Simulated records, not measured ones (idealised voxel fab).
This is a process module. Its name is voxel transistor to metal.
175 nm wide, 5 nm square cells: that's cross-section cut.
Cross-section spec: square-cell grid; bands listed top down; each band is one or more rows. In this notation a band is specified by the heights of its top and bottom, in that order and in nm, after which its materials appear from left to right, each paired with its width in nm. The word "all across" attached to a single material means that material fills the band from edge to edge; the word "empty" stands for empty space. We count height from 0. Below that, the starting wafer is all one material. The lowest band never ends at the bottom but goes on down; see "top 0, no bottom" for how that is written. A width such as "30..40" changes by the same amount from each row of cells to the next, from the band's top row to its bottom row. You'll sometimes find "remained unchanged" written for a step, and that's the way of saying that nowhere in the cross-section did a cell change during that step. "Closed void list" lists enclosed empty spaces (at least 8 cells, no open path upward to the top), each as width x height at distance from the left edge, in nm. after a step's settings: what the simulator itself notes on the step. Steps that use a mask can have "overlay nm" on their line. It says how far the mask sat to the right of where it was meant to be. Negative means to the left.
THE STEPS PLANNED FOR THE PROCESS ARE AS FOLLOWS
step 1: RECEIVE: material Si
step 2: OXIDIZE: depth nm 5
step 3: CONFORMAL_DEP: material SiN, thk nm 15
step 4: MASKED_ETCH: tone cover, mask id ACTIVE, width nm 125, etch materials SiN, depth nm 15, overlay nm 0
step 5: MASKED_ETCH: tone cover, mask id ACTIVE, width nm 125, etch materials SiO2, depth nm 5, overlay nm 0
step 6: MASKED_ETCH: tone cover, mask id ACTIVE, width nm 125, etch materials Si, depth nm 20, overlay nm 0
step 7: OXIDIZE: depth nm 5
step 8: FILL_DEP: material SiO2, thk nm 5
step 9: CMP: height nm 15
step 10: SELECTIVE_ETCH: etch materials SiO2, depth nm 10
step 11: STRIP: etch materials SiN
step 12: SELECTIVE_ETCH: etch materials SiO2, depth nm 5
step 13: OXIDIZE: depth nm 5
step 14: DIRECTIONAL_DEP: material polySi, thk nm 30
step 15: DIRECTIONAL_DEP: material SiCN, thk nm 15
step 16: MASKED_ETCH: tone cover, mask id GATE, width nm 25, etch materials SiCN, depth nm 25, overlay nm 0
step 17: MASKED_ETCH: tone cover, mask id GATE, width nm 25, etch materials polySi, depth nm 40, overlay nm 0
step 18: CONFORMAL_DEP: material SiN, thk nm 5
step 19: DIRECTIONAL_ETCH: etch materials SiN, depth nm 5
step 20: DIRECTIONAL_ETCH: etch materials SiO2, depth nm 5
step 21: DIRECTIONAL_ETCH: etch materials Si, depth nm 10
step 22: EPI: material nSi, thk nm 15
step 23: FILL_DEP: material SiO2, thk nm 5
step 24: CMP: height nm 25
step 25: STRIP: etch materials polySi
step 26: SELECTIVE_ETCH: etch materials SiO2, depth nm 5
step 27: CONFORMAL_DEP: material HfO2, thk nm 5
step 28: CONFORMAL_DEP: material TiN, thk nm 5
step 29: FILL_DEP: material W, thk nm 5
step 30: CMP: height nm 20
step 31: DIRECTIONAL_DEP: material SiO2, thk nm 15
step 32: DIRECTIONAL_DEP: material aC, thk nm 10
step 33: PATTERN: tone open, mask id CONTACT, material resist, width nm 20, pitch nm 85, thk nm 30, overlay nm 0
step 34: DIRECTIONAL_ETCH: etch materials aC, depth nm 10
step 35: STRIP: etch materials resist
step 36: DIRECTIONAL_ETCH: etch materials SiO2, depth nm 40
step 37: STRIP: etch materials aC
step 38: CONFORMAL_DEP: material TiN, thk nm 5
step 39: FILL_DEP: material W, thk nm 5
step 40: CMP: height nm 35
step 41: DIRECTIONAL_DEP: material TiN, thk nm 5
step 42: DIRECTIONAL_DEP: material Ru, thk nm 15
step 43: MASKED_ETCH: tone cover, mask id METAL_1, width nm 20, pitch nm 85, etch materials Ru, depth nm 15, overlay nm 0
step 44: MASKED_ETCH: tone cover, mask id METAL_1, width nm 20, pitch nm 85, etch materials TiN, depth nm 5, overlay nm 0
step 45: FILL_DEP: material SiO2, thk nm 10
step 46: CMP: height nm 55
step 47: CONFORMAL_DEP: material SiCN, thk nm 5
step 48: DIRECTIONAL_DEP: material SiO2, thk nm 25
step 49: MASKED_ETCH: tone open, mask id METAL_2_HOLES, width nm 15, pitch nm 85, etch materials SiO2, depth nm 25, overlay nm 0
step 50: DIRECTIONAL_DEP: material aC, thk nm 15
step 51: PATTERN: tone open, mask id METAL_2, material resist, width nm 20, pitch nm 85, thk nm 35, overlay nm 0
step 52: DIRECTIONAL_ETCH: etch materials aC, depth nm 15
step 53: STRIP: etch materials resist
step 54: DIRECTIONAL_ETCH: etch materials SiO2, depth nm 15
step 55: DIRECTIONAL_ETCH: etch materials SiCN, depth nm 5
step 56: STRIP: etch materials aC
step 57: CONFORMAL_DEP: material TiN, thk nm 5
step 58: FILL_DEP: material Ru, thk nm 5
step 59: CMP: height nm 85
step 60: CONFORMAL_DEP: material SiCN, thk nm 5
INCOMING WAFER, CROSS-SECTIONAL VIEW, POST STEP 1
    top 0, no bottom | Si all across
    Closed void list: none
WAFER AT MODULE END, IN SECTION. BEGAN AS ABOVE, PLANNED AS ABOVE, RUN WITH ONE MISTAKE
    top 90, bottom 85 | SiCN all across
    top 85, bottom 70 | SiO2 (35); TiN (5); Ru (10); TiN (5); SiO2 (65); TiN (5); Ru (10); TiN (5); SiO2 (35)
    top 70, bottom 65 | SiO2 (35); TiN (5); Ru (5); TiN (10); SiO2 (65); TiN (5); Ru (5); TiN (10); SiO2 (35)
    top 65, bottom 60 | SiO2 (35); TiN (15); SiO2 (70); TiN (15); SiO2 (40)
    top 60, bottom 55 | SiCN all across
    top 55, bottom 40 | SiO2 (35); Ru (20); SiO2 (65); Ru (20); SiO2 (35)
    top 40, bottom 35 | SiO2 (35); TiN (20); SiO2 (65); TiN (20); SiO2 (35)
    top 35, bottom 20 | SiO2 (35); TiN (5); W (10); TiN (5); SiO2 (65); TiN (5); W (10); TiN (5); SiO2 (35)
    top 20, bottom 5 | SiO2 (35); TiN (5); W (10); TiN (5); SiO2 (15); SiN (5); HfO2 (5); TiN (5); W (5); TiN (5); HfO2 (5); SiN (5); SiO2 (15); TiN (5); W (10); TiN (5); SiO2 (35)
    top 5, bottom 0 | SiO2 (35); TiN (5); W (10); TiN (5); nSi (15); SiN (5); HfO2 (5); TiN (5); W (5); TiN (5); HfO2 (5); SiN (5); nSi (15); TiN (5); W (10); TiN (5); SiO2 (35)
    top 0, bottom -5 | SiO2 (20); SiN (5); SiO2 (10); TiN (20); nSi (15); SiN (5); HfO2 (5); TiN (15); HfO2 (5); SiN (5); nSi (15); TiN (20); SiO2 (10); SiN (5); SiO2 (20)
    top -5, bottom -10 | SiO2 (25); nSi (45); HfO2 (35); nSi (45); SiO2 (25)
    top -10, bottom -20 | SiO2 (30); nSi (40); Si (35); nSi (40); SiO2 (30)
    top -20, bottom -30 | SiO2 (30); Si (115); SiO2 (30)
    top -30, no bottom | Si all across
    Closed void list: none
Here's what went sideways: not per plan at step 55, really ran DIRECTIONAL_ETCH: etch materials SiO2, depth nm 5
